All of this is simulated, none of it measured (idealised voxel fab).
Proc. module: voxel wiring stack
Xsec cut, 265 nm wide, square cell size 5 nm.
For the purposes of this document, a cross-section shall be understood as a grid of square cells, specified as bands listed in top-to-bottom order, each band consisting of one or more rows of cells.
In this notation a band is specified by the heights of its top and bottom, in that order and in nm, after which its materials appear from left to right, each paired with its width in nm. The word "full width" attached to a single material means that material fills the band from edge to edge; the word "air" stands for empty space.
Below 0: as-received wafer, all one material; heights counted from there. Lowest band: no bottom, goes on down, written "0..down".
You'd read "30->40" like this: the band's top row of cells is as wide as the first number, its bottom row is as wide as the second, and going down, every row changes width by the same amount as the row before did.
"no change" for a step: no cell of the cross-section changed in that step.
If an empty space has no open way to the top and is at least 8 cells in size, "Closed internal voids" lists it, written width x height at distance, where distance is measured from the left edge and every value is in nm.
Anything after a step's settings on that line? It's the simulator's own note about the step.
overlay nm: mask right of planned place by this much (step with mask). Neg. = left.
# Planned process steps
1,RECEIVE | material Si
2,CONFORMAL_DEP | material SiO2 | thk nm 10
3,CONFORMAL_DEP | material SiCN | thk nm 5
4,DIRECTIONAL_DEP | material lowk | thk nm 25
5,PATTERN | tone open | mask id METAL_1 | material resist | width nm 20 | pitch nm 45 | thk nm 20 | overlay nm 0
6,DIRECTIONAL_ETCH | etch materials lowk | depth nm 25
7,DIRECTIONAL_ETCH | etch materials SiCN | depth nm 5
8,STRIP | etch materials resist
9,CONFORMAL_DEP | material TiN | thk nm 5
10,FILL_DEP | material Cu | thk nm 10
11,CMP | height nm 40
12,CONFORMAL_DEP | material SiCN | thk nm 5
13,DIRECTIONAL_DEP | material lowk | thk nm 30
14,MASKED_ETCH | tone open | mask id METAL_2 | width nm 20 | pitch nm 45 | etch materials lowk | depth nm 15 | overlay nm 0
15,DIRECTIONAL_DEP | material aC | thk nm 10
16,PATTERN | tone open | mask id METAL_2_HOLES | material resist | width nm 15 | pitch nm 45 | thk nm 30 | overlay nm 0
17,DIRECTIONAL_ETCH | etch materials aC | depth nm 10
18,STRIP | etch materials resist
19,DIRECTIONAL_ETCH | etch materials lowk | depth nm 15
20,DIRECTIONAL_ETCH | etch materials SiCN | depth nm 5
21,STRIP | etch materials aC
22,CONFORMAL_DEP | material TiN | thk nm 5
23,FILL_DEP | material Cu | thk nm 10
24,CMP | height nm 75
25,CONFORMAL_DEP | material SiCN | thk nm 5
26,DIRECTIONAL_DEP | material SiO2 | thk nm 15
27,DIRECTIONAL_DEP | material aC | thk nm 15
28,PATTERN | tone open | mask id PLUG_2 | material resist | width nm 15 | pitch nm 90 | thk nm 35 | overlay nm 0
29,DIRECTIONAL_ETCH | etch materials aC | depth nm 15
30,STRIP | etch materials resist
31,DIRECTIONAL_ETCH | etch materials SiO2 | depth nm 15
32,DIRECTIONAL_ETCH | etch materials SiCN | depth nm 5
33,STRIP | etch materials aC
34,EPI | material Ru | thk nm 10
35,EPI | material Ru | thk nm 10
36,DIRECTIONAL_DEP | material TiN | thk nm 5
37,DIRECTIONAL_DEP | material Ru | thk nm 25
38,MASKED_ETCH | tone cover | mask id METAL_3 | width nm 20 | pitch nm 45 | etch materials Ru | depth nm 25 | overlay nm 0
39,MASKED_ETCH | tone cover | mask id METAL_3 | width nm 20 | pitch nm 45 | etch materials TiN | depth nm 5 | overlay nm 0
40,FILL_DEP | material SiO2 | thk nm 10
41,CMP | height nm 125
42,CONFORMAL_DEP | material SiCN | thk nm 5
43,DIRECTIONAL_DEP | material lowk | thk nm 25
44,MASKED_ETCH | tone open | mask id METAL_4_HOLES | width nm 15 | pitch nm 45 | etch materials lowk | depth nm 25 | overlay nm 0
45,PATTERN | tone open | mask id METAL_4 | material resist | width nm 20 | pitch nm 45 | thk nm 15 | overlay nm 0
46,DIRECTIONAL_ETCH | etch materials lowk | depth nm 15
47,DIRECTIONAL_ETCH | etch materials SiCN | depth nm 5
48,STRIP | etch materials resist
49,CONFORMAL_DEP | material TiN | thk nm 5
50,FILL_DEP | material Cu | thk nm 10
51,CMP | height nm 155
52,CONFORMAL_DEP | material SiN | thk nm 5
# As-received wafer cross-section (after step 1)
- 0..down  Si full width
- Closed internal voids: none
# End-of-module cross-section. Starting structure and process plan as above; one mistake made in running it
- 160..155  SiN full width
- 155..145  lowk (55), then TiN (5), then Cu (10), then TiN (5), then lowk (25), then TiN (5), then Cu (10), then TiN (5), then lowk (25), then TiN (5), then Cu (10), then TiN (5), then lowk (25), then TiN (5), then Cu (10), then TiN (5), then lowk (55)
- 145..140  lowk (55), then TiN (5), then Cu (5), then TiN (10), then lowk (25), then TiN (5), then Cu (5), then TiN (10), then lowk (25), then TiN (5), then Cu (5), then TiN (10), then lowk (25), then TiN (5), then Cu (5), then TiN (10), then lowk (55)
- 140..130  lowk (55), then TiN (5), then Cu (5), then TiN (5), then lowk (30), then TiN (5), then Cu (5), then TiN (5), then lowk (30), then TiN (5), then Cu (5), then TiN (5), then lowk (30), then TiN (5), then Cu (5), then TiN (5), then lowk (60)
- 130..125  SiCN (55), then TiN (15), then SiCN (30), then TiN (15), then SiCN (30), then TiN (15), then SiCN (30), then TiN (15), then SiCN (60)
- 125..100  SiO2 (55), then Ru (20), then SiO2 (25), then Ru (20), then SiO2 (25), then Ru (20), then SiO2 (25), then Ru (20), then SiO2 (55)
- 100..95  SiO2 (55), then TiN (20), then SiO2 (25), then TiN (20), then SiO2 (25), then TiN (20), then SiO2 (25), then TiN (20), then SiO2 (55)
- 95..80  SiO2 (55), then Ru (15), then SiO2 (75), then Ru (15), then SiO2 (105)
- 80..75  SiCN (55), then Ru (15), then SiCN (75), then Ru (15), then SiCN (105)
- 75..55  lowk (55), then TiN (5), then Cu (10), then TiN (5), then lowk (25), then TiN (5), then Cu (10), then TiN (5), then lowk (25), then TiN (5), then Cu (10), then TiN (5), then lowk (25), then TiN (5), then Cu (10), then TiN (5), then lowk (55)
- 55..45  lowk (55), then TiN (5), then Cu (5), then TiN (10->5), then lowk (25->30), then TiN (5), then Cu (5), then TiN (10->5), then lowk (25->30), then TiN (5), then Cu (5), then TiN (10->5), then lowk (25->30), then TiN (5), then Cu (5), then TiN (10->5), then lowk (55->60)
- 45..40  SiCN (55), then TiN (15), then SiCN (30), then TiN (15), then SiCN (30), then TiN (15), then SiCN (30), then TiN (15), then SiCN (60)
- 40..15  lowk (55), then TiN (5), then Cu (10), then TiN (5), then lowk (25), then TiN (5), then Cu (10), then TiN (5), then lowk (25), then TiN (5), then Cu (10), then TiN (5), then lowk (25), then TiN (5), then Cu (10), then TiN (5), then lowk (55)
- 15..10  SiCN (55), then TiN (20), then SiCN (25), then TiN (20), then SiCN (25), then TiN (20), then SiCN (25), then TiN (20), then SiCN (55)
- 10..0  SiO2 full width
- 0..down  Si full width
- Closed internal voids: none
Processing error: note that step 14 departed from the planned setting and was carried out as MASKED_ETCH | tone open | mask id METAL_2 | width nm 20 | pitch nm 45 | etch materials lowk | depth nm 25 | overlay nm 0
